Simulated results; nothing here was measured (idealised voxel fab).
Documented hereafter: the process module known as voxel transistor to metal.
Section cut is 210 nm wide and gridded with 5 nm square cells.
This document writes a cross-section as a grid whose cells are square, and gives it as bands, listed from the top down; one or more rows of cells form a band. Band: top height; bottom height; in nm. Then, left to right: material with width in nm, for each material. "throughout": a single material spanning edge to edge. "air": empty space. Ref level 0: as-received wafer is one material below here. Bottom band extends down with no lower bound ("from 0 down"). When a width is written as two numbers, as in "30..40", the first number is the width in the top row of cells of the band and the second is the width in its bottom row, and the width changes by the same amount from each row to the next. "no modifications" -> step changed no cross-section cell. Empty spaces counting at least 8 cells and having no open way to the top are listed in "Closed void listing". The notation width x height at distance is used for each, the distance being from the left edge and all three values in nm. Step line, after settings: the simulator's comment on this step. The optional step-line setting "overlay nm" applies to steps with a mask and quantifies how far to the right of its planned location the mask lay, a negative value indicating leftward placement.
These are the steps we planned for the process:
| 1 | RECEIVE, material Si |
| 2 | OXIDIZE, depth nm 5 |
| 3 | CONFORMAL_DEP, material SiN, thk nm 10 |
| 4 | MASKED_ETCH, tone cover, mask id ACTIVE, width nm 110, etch materials SiN, depth nm 10, overlay nm 0 |
| 5 | MASKED_ETCH, tone cover, mask id ACTIVE, width nm 110, etch materials SiO2, depth nm 5, overlay nm 0 |
| 6 | MASKED_ETCH, tone cover, mask id ACTIVE, width nm 110, etch materials Si, depth nm 20, overlay nm 0 |
| 7 | FILL_DEP, material SiO2, thk nm 10 |
| 8 | CMP, height nm 10 |
| 9 | SELECTIVE_ETCH, etch materials SiO2, depth nm 10 |
| 10 | STRIP, etch materials SiN |
| 11 | SELECTIVE_ETCH, etch materials SiO2, depth nm 5 |
| 12 | OXIDIZE, depth nm 5 |
| 13 | DIRECTIONAL_DEP, material polySi, thk nm 20 |
| 14 | DIRECTIONAL_DEP, material SiCN, thk nm 15 |
| 15 | DIRECTIONAL_DEP, material aC, thk nm 10 |
| 16 | PATTERN, tone cover, mask id GATE, material resist, width nm 30, thk nm 25, overlay nm 0 |
| 17 | DIRECTIONAL_ETCH, etch materials aC, depth nm 10 |
| 18 | STRIP, etch materials resist |
| 19 | DIRECTIONAL_ETCH, etch materials SiCN, depth nm 25 |
| 20 | DIRECTIONAL_ETCH, etch materials polySi, depth nm 30 |
| 21 | STRIP, etch materials aC |
| 22 | CONFORMAL_DEP, material SiN, thk nm 10 |
| 23 | DIRECTIONAL_ETCH, etch materials SiN, depth nm 10 |
| 24 | DIRECTIONAL_ETCH, etch materials SiO2, depth nm 5 |
| 25 | DIRECTIONAL_ETCH, etch materials Si, depth nm 15 |
| 26 | EPI, material nSi, thk nm 20 |
| 27 | FILL_DEP, material SiO2, thk nm 10 |
| 28 | CMP, height nm 15 |
| 29 | STRIP, etch materials polySi |
| 30 | SELECTIVE_ETCH, etch materials SiO2, depth nm 5 |
| 31 | CONFORMAL_DEP, material HfO2, thk nm 5 |
| 32 | CONFORMAL_DEP, material TiN, thk nm 5 |
| 33 | FILL_DEP, material W, thk nm 10 |
| 34 | CMP, height nm 10 |
| 35 | DIRECTIONAL_DEP, material SiO2, thk nm 10 |
| 36 | DIRECTIONAL_DEP, material aC, thk nm 15 |
| 37 | PATTERN, tone open, mask id CONTACT, material resist, width nm 15, pitch nm 75, thk nm 35, overlay nm 0 |
| 38 | DIRECTIONAL_ETCH, etch materials aC, depth nm 15 |
| 39 | STRIP, etch materials resist |
| 40 | DIRECTIONAL_ETCH, etch materials SiO2, depth nm 10 |
| 41 | STRIP, etch materials aC |
| 42 | CONFORMAL_DEP, material TiN, thk nm 5 |
| 43 | FILL_DEP, material Ru, thk nm 10 |
| 44 | CMP, height nm 20 |
| 45 | CONFORMAL_DEP, material SiCN, thk nm 5 |
| 46 | DIRECTIONAL_DEP, material SiO2, thk nm 15 |
| 47 | PATTERN, tone open, mask id METAL_1, material resist, width nm 15, pitch nm 75, thk nm 20, overlay nm 0 |
| 48 | DIRECTIONAL_ETCH, etch materials SiO2, depth nm 15 |
| 49 | DIRECTIONAL_ETCH, etch materials SiCN, depth nm 5 |
| 50 | STRIP, etch materials resist |
| 51 | CONFORMAL_DEP, material TiN, thk nm 5 |
| 52 | FILL_DEP, material Ru, thk nm 10 |
| 53 | CMP, height nm 40 |
| 54 | CONFORMAL_DEP, material SiN, thk nm 5 |
Account of the first of two wafers, which was processed as intended:
Step 1 complete: cross-section of the wafer as received:
    from 0 down | Si throughout
    Closed void listing: none
State of the wafer after step 2, shown in cross-section:
    from 0 to -5 | SiO2 throughout
    Under -5: no change, same as before.
State of the wafer after step 3, shown in cross-section:
    from 10 to 0 | SiN throughout
    Under 0: no change, same as before.
State of the wafer after step 4, shown in cross-section:
    from 10 to 0 | air: 50, SiN: 110, air: 50
    Under 0: no change, same as before.
State of the wafer after step 5, shown in cross-section:
    from 10 to 0 | air: 50, SiN: 110, air: 50
    from 0 to -5 | air: 50, SiO2: 110, air: 50
    Under -5: no change, same as before.
State of the wafer after step 6, shown in cross-section:
    from 10 to 0 | air: 50, SiN: 110, air: 50
    from 0 to -5 | air: 50, SiO2: 110, air: 50
    from -5 to -25 | air: 50, Si: 110, air: 50
    Under -25: no change, same as before.
State of the wafer after step 7, shown in cross-section:
    from 20 to 10 | SiO2 throughout
    from 10 to 0 | SiO2: 50, SiN: 110, SiO2: 50
    from 0 to -5 | SiO2 throughout
    from -5 to -25 | SiO2: 50, Si: 110, SiO2: 50
    Under -25: no change, same as before.
State of the wafer after step 8, shown in cross-section:
    from 10 to 0 | SiO2: 50, SiN: 110, SiO2: 50
    Under 0: no change, same as before.
State of the wafer after step 9, shown in cross-section:
    from 10 to 0 | air: 50, SiN: 110, air: 50
    Under 0: no change, same as before.
State of the wafer after step 10, shown in cross-section:
    from 0 to -5 | SiO2 throughout
    Under -5: no change, same as before.
State of the wafer after step 11, shown in cross-section:
    from -5 to -25 | SiO2: 50, Si: 110, SiO2: 50
    Under -25: no change, same as before.
State of the wafer after step 12, shown in cross-section:
    from -5 to -10 | SiO2 throughout
    Under -10: no change, same as before.
State of the wafer after step 13, shown in cross-section:
    from 15 to -5 | polySi throughout
    Under -5: no change, same as before.
State of the wafer after step 14, shown in cross-section:
    from 30 to 15 | SiCN throughout
    Under 15: no change, same as before.
State of the wafer after step 15, shown in cross-section:
    from 40 to 30 | aC throughout
    Under 30: no change, same as before.
State of the wafer after step 16, shown in cross-section:
    from 65 to 40 | air: 90, resist: 30, air: 90
    Under 40: no change, same as before.
State of the wafer after step 17, shown in cross-section:
    from 55 to 40 | air: 90, resist: 30, air: 90
    from 40 to 30 | air: 90, aC: 30, air: 90
    Under 30: no change, same as before.
State of the wafer after step 18, shown in cross-section:
    from 40 to 30 | air: 90, aC: 30, air: 90
    Under 30: no change, same as before.
State of the wafer after step 19, shown in cross-section:
    from 40 to 30 | air: 90, aC: 30, air: 90
    from 30 to 15 | air: 90, SiCN: 30, air: 90
    Under 15: no change, same as before.
State of the wafer after step 20, shown in cross-section:
    from 40 to 30 | air: 90, aC: 30, air: 90
    from 30 to 15 | air: 90, SiCN: 30, air: 90
    from 15 to -5 | air: 90, polySi: 30, air: 90
    Under -5: no change, same as before.
State of the wafer after step 21, shown in cross-section:
    from 30 to 15 | air: 90, SiCN: 30, air: 90
    Under 15: no change, same as before.
State of the wafer after step 22, shown in cross-section:
    from 40 to 30 | air: 80, SiN: 50, air: 80
    from 30 to 15 | air: 80, SiN: 10, SiCN: 30, SiN: 10, air: 80
    from 15 to 5 | air: 80, SiN: 10, polySi: 30, SiN: 10, air: 80
    from 5 to -5 | SiN: 90, polySi: 30, SiN: 90
    Under -5: no change, same as before.
State of the wafer after step 23, shown in cross-section:
    from 30 to 15 | air: 80, SiN: 10, SiCN: 30, SiN: 10, air: 80
    from 15 to -5 | air: 80, SiN: 10, polySi: 30, SiN: 10, air: 80
    Under -5: no change, same as before.
State of the wafer after step 24, shown in cross-section:
    from 30 to 15 | air: 80, SiN: 10, SiCN: 30, SiN: 10, air: 80
    from 15 to -5 | air: 80, SiN: 10, polySi: 30, SiN: 10, air: 80
    from -5 to -10 | air: 80, SiO2: 50, air: 80
    Under -10: no change, same as before.
State of the wafer after step 25, shown in cross-section:
    from 30 to 15 | air: 80, SiN: 10, SiCN: 30, SiN: 10, air: 80
    from 15 to -5 | air: 80, SiN: 10, polySi: 30, SiN: 10, air: 80
    from -5 to -10 | air: 80, SiO2: 50, air: 80
    from -10 to -25 | SiO2: 50, air: 30, Si: 50, air: 30, SiO2: 50
    Under -25: no change, same as before.
State of the wafer after step 26, shown in cross-section:
    from 30 to 15 | air: 80, SiN: 10, SiCN: 30, SiN: 10, air: 80
    from 15 to 10 | air: 80, SiN: 10, polySi: 30, SiN: 10, air: 80
    from 10 to -5 | air: 60, nSi: 20, SiN: 10, polySi: 30, SiN: 10, nSi: 20, air: 60
    from -5 to -10 | air: 45, nSi: 35, SiO2: 50, nSi: 35, air: 45
    from -10 to -25 | SiO2: 50, nSi: 30, Si: 50, nSi: 30, SiO2: 50
    Under -25: no change, same as before.
State of the wafer after step 27, shown in cross-section:
    from 40 to 30 | SiO2 throughout
    from 30 to 15 | SiO2: 80, SiN: 10, SiCN: 30, SiN: 10, SiO2: 80
    from 15 to 10 | SiO2: 80, SiN: 10, polySi: 30, SiN: 10, SiO2: 80
    from 10 to -5 | SiO2: 60, nSi: 20, SiN: 10, polySi: 30, SiN: 10, nSi: 20, SiO2: 60
    from -5 to -10 | SiO2: 45, nSi: 35, SiO2: 50, nSi: 35, SiO2: 45
    Under -10: no change, same as before.
State of the wafer after step 28, shown in cross-section:
    from 15 to 10 | SiO2: 80, SiN: 10, polySi: 30, SiN: 10, SiO2: 80
    Under 10: no change, same as before.
State of the wafer after step 29, shown in cross-section:
    from 15 to 10 | SiO2: 80, SiN: 10, air: 30, SiN: 10, SiO2: 80
    from 10 to -5 | SiO2: 60, nSi: 20, SiN: 10, air: 30, SiN: 10, nSi: 20, SiO2: 60
    Under -5: no change, same as before.
State of the wafer after step 30, shown in cross-section:
    from 15 to 10 | air: 80, SiN: 10, air: 30, SiN: 10, air: 80
    from 10 to -5 | SiO2: 60, nSi: 20, SiN: 10, air: 30, SiN: 10, nSi: 20, SiO2: 60
    from -5 to -10 | SiO2: 45, nSi: 35, SiO2: 5, air: 40, SiO2: 5, nSi: 35, SiO2: 45
    Under -10: no change, same as before.
State of the wafer after step 31, shown in cross-section:
    from 20 to 15 | air: 75, HfO2: 20, air: 20, HfO2: 20, air: 75
    from 15 to 10 | HfO2: 80, SiN: 10, HfO2: 5, air: 20, HfO2: 5, SiN: 10, HfO2: 80
    from 10 to -5 | SiO2: 60, nSi: 20, SiN: 10, HfO2: 5, air: 20, HfO2: 5, SiN: 10, nSi: 20, SiO2: 60
    from -5 to -10 | SiO2: 45, nSi: 35, SiO2: 5, HfO2: 40, SiO2: 5, nSi: 35, SiO2: 45
    Under -10: no change, same as before.
State of the wafer after step 32, shown in cross-section:
    from 25 to 20 | air: 70, TiN: 30, air: 10, TiN: 30, air: 70
    from 20 to 15 | TiN: 75, HfO2: 20, TiN: 5, air: 10, TiN: 5, HfO2: 20, TiN: 75
    from 15 to 10 | HfO2: 80, SiN: 10, HfO2: 5, TiN: 5, air: 10, TiN: 5, HfO2: 5, SiN: 10, HfO2: 80
    from 10 to 0 | SiO2: 60, nSi: 20, SiN: 10, HfO2: 5, TiN: 5, air: 10, TiN: 5, HfO2: 5, SiN: 10, nSi: 20, SiO2: 60
    from 0 to -5 | SiO2: 60, nSi: 20, SiN: 10, HfO2: 5, TiN: 20, HfO2: 5, SiN: 10, nSi: 20, SiO2: 60
    Under -5: no change, same as before.
State of the wafer after step 33, shown in cross-section:
    from 35 to 25 | W throughout
    from 25 to 20 | W: 70, TiN: 30, W: 10, TiN: 30, W: 70
    from 20 to 15 | TiN: 75, HfO2: 20, TiN: 5, W: 10, TiN: 5, HfO2: 20, TiN: 75
    from 15 to 10 | HfO2: 80, SiN: 10, HfO2: 5, TiN: 5, W: 10, TiN: 5, HfO2: 5, SiN: 10, HfO2: 80
    from 10 to 0 | SiO2: 60, nSi: 20, SiN: 10, HfO2: 5, TiN: 5, W: 10, TiN: 5, HfO2: 5, SiN: 10, nSi: 20, SiO2: 60
    Under 0: no change, same as before.
State of the wafer after step 34, shown in cross-section:
    from 10 to 0 | SiO2: 60, nSi: 20, SiN: 10, HfO2: 5, TiN: 5, W: 10, TiN: 5, HfO2: 5, SiN: 10, nSi: 20, SiO2: 60
    Under 0: no change, same as before.
State of the wafer after step 35, shown in cross-section:
    from 20 to 10 | SiO2 throughout
    Under 10: no change, same as before.
State of the wafer after step 36, shown in cross-section:
    from 35 to 20 | aC throughout
    Under 20: no change, same as before.
State of the wafer after step 37, shown in cross-section:
    from 70 to 35 | resist: 60, air: 15, resist: 60, air: 15, resist: 60
    Under 35: no change, same as before.
State of the wafer after step 38, shown in cross-section:
    from 55 to 35 | resist: 60, air: 15, resist: 60, air: 15, resist: 60
    from 35 to 20 | aC: 60, air: 15, aC: 60, air: 15, aC: 60
    Under 20: no change, same as before.
State of the wafer after step 39, shown in cross-section:
    from 35 to 20 | aC: 60, air: 15, aC: 60, air: 15, aC: 60
    Under 20: no change, same as before.
State of the wafer after step 40, shown in cross-section:
    from 35 to 20 | aC: 60, air: 15, aC: 60, air: 15, aC: 60
    from 20 to 10 | SiO2: 60, air: 15, SiO2: 60, air: 15, SiO2: 60
    Under 10: no change, same as before.
State of the wafer after step 41, shown in cross-section:
    from 20 to 10 | SiO2: 60, air: 15, SiO2: 60, air: 15, SiO2: 60
    Under 10: no change, same as before.
State of the wafer after step 42, shown in cross-section:
    from 25 to 20 | TiN: 65, air: 5, TiN: 70, air: 5, TiN: 65
    from 20 to 15 | SiO2: 60, TiN: 5, air: 5, TiN: 5, SiO2: 60, TiN: 5, air: 5, TiN: 5, SiO2: 60
    from 15 to 10 | SiO2: 60, TiN: 15, SiO2: 60, TiN: 15, SiO2: 60
    Under 10: no change, same as before.
State of the wafer after step 43, shown in cross-section:
    from 35 to 25 | Ru throughout
    from 25 to 20 | TiN: 65, Ru: 5, TiN: 70, Ru: 5, TiN: 65
    from 20 to 15 | SiO2: 60, TiN: 5, Ru: 5, TiN: 5, SiO2: 60, TiN: 5, Ru: 5, TiN: 5, SiO2: 60
    Under 15: no change, same as before.
State of the wafer after step 44, shown in cross-section:
    from 20 to 15 | SiO2: 60, TiN: 5, Ru: 5, TiN: 5, SiO2: 60, TiN: 5, Ru: 5, TiN: 5, SiO2: 60
    Under 15: no change, same as before.
State of the wafer after step 45, shown in cross-section:
    from 25 to 20 | SiCN throughout
    Under 20: no change, same as before.
State of the wafer after step 46, shown in cross-section:
    from 40 to 25 | SiO2 throughout
    Under 25: no change, same as before.
State of the wafer after step 47, shown in cross-section:
    from 60 to 40 | resist: 60, air: 15, resist: 60, air: 15, resist: 60
    Under 40: no change, same as before.
State of the wafer after step 48, shown in cross-section:
    from 60 to 40 | resist: 60, air: 15, resist: 60, air: 15, resist: 60
    from 40 to 25 | SiO2: 60, air: 15, SiO2: 60, air: 15, SiO2: 60
    Under 25: no change, same as before.
State of the wafer after step 49, shown in cross-section:
    from 60 to 40 | resist: 60, air: 15, resist: 60, air: 15, resist: 60
    from 40 to 25 | SiO2: 60, air: 15, SiO2: 60, air: 15, SiO2: 60
    from 25 to 20 | SiCN: 60, air: 15, SiCN: 60, air: 15, SiCN: 60
    Under 20: no change, same as before.
State of the wafer after step 50, shown in cross-section:
    from 40 to 25 | SiO2: 60, air: 15, SiO2: 60, air: 15, SiO2: 60
    Under 25: no change, same as before.
State of the wafer after step 51, shown in cross-section:
    from 45 to 40 | TiN: 65, air: 5, TiN: 70, air: 5, TiN: 65
    from 40 to 25 | SiO2: 60, TiN: 5, air: 5, TiN: 5, SiO2: 60, TiN: 5, air: 5, TiN: 5, SiO2: 60
    from 25 to 20 | SiCN: 60, TiN: 15, SiCN: 60, TiN: 15, SiCN: 60
    Under 20: no change, same as before.
State of the wafer after step 52, shown in cross-section:
    from 55 to 45 | Ru throughout
    from 45 to 40 | TiN: 65, Ru: 5, TiN: 70, Ru: 5, TiN: 65
    from 40 to 25 | SiO2: 60, TiN: 5, Ru: 5, TiN: 5, SiO2: 60, TiN: 5, Ru: 5, TiN: 5, SiO2: 60
    Under 25: no change, same as before.
State of the wafer after step 53, shown in cross-section:
    from 40 to 25 | SiO2: 60, TiN: 5, Ru: 5, TiN: 5, SiO2: 60, TiN: 5, Ru: 5, TiN: 5, SiO2: 60
    Under 25: no change, same as before.
State of the wafer after step 54, shown in cross-section:
    from 45 to 40 | SiN throughout
    Under 40: no change, same as before.
Companion wafer, the second of two: same beginning, same intended sequence, one mistake in carrying it out; through step 52 inclusive it tracks the first exactly:
Cross-section, second wafer, at the end time the plan gives for step 53:
    from 50 to 45 | Ru throughout
    Under 45: no change, same as before.
Cross-section, second wafer, at the end time the plan gives for step 54:
    from 55 to 50 | SiN throughout
    Under 50: no change, same as before.
Nonconformance to the process plan: step 53 was not run as planned; what actually ran was CMP, height nm 50
FYI, end of process, the second wafer has more or fewer cells of some materials than the first: +44 Ru | +40 TiN
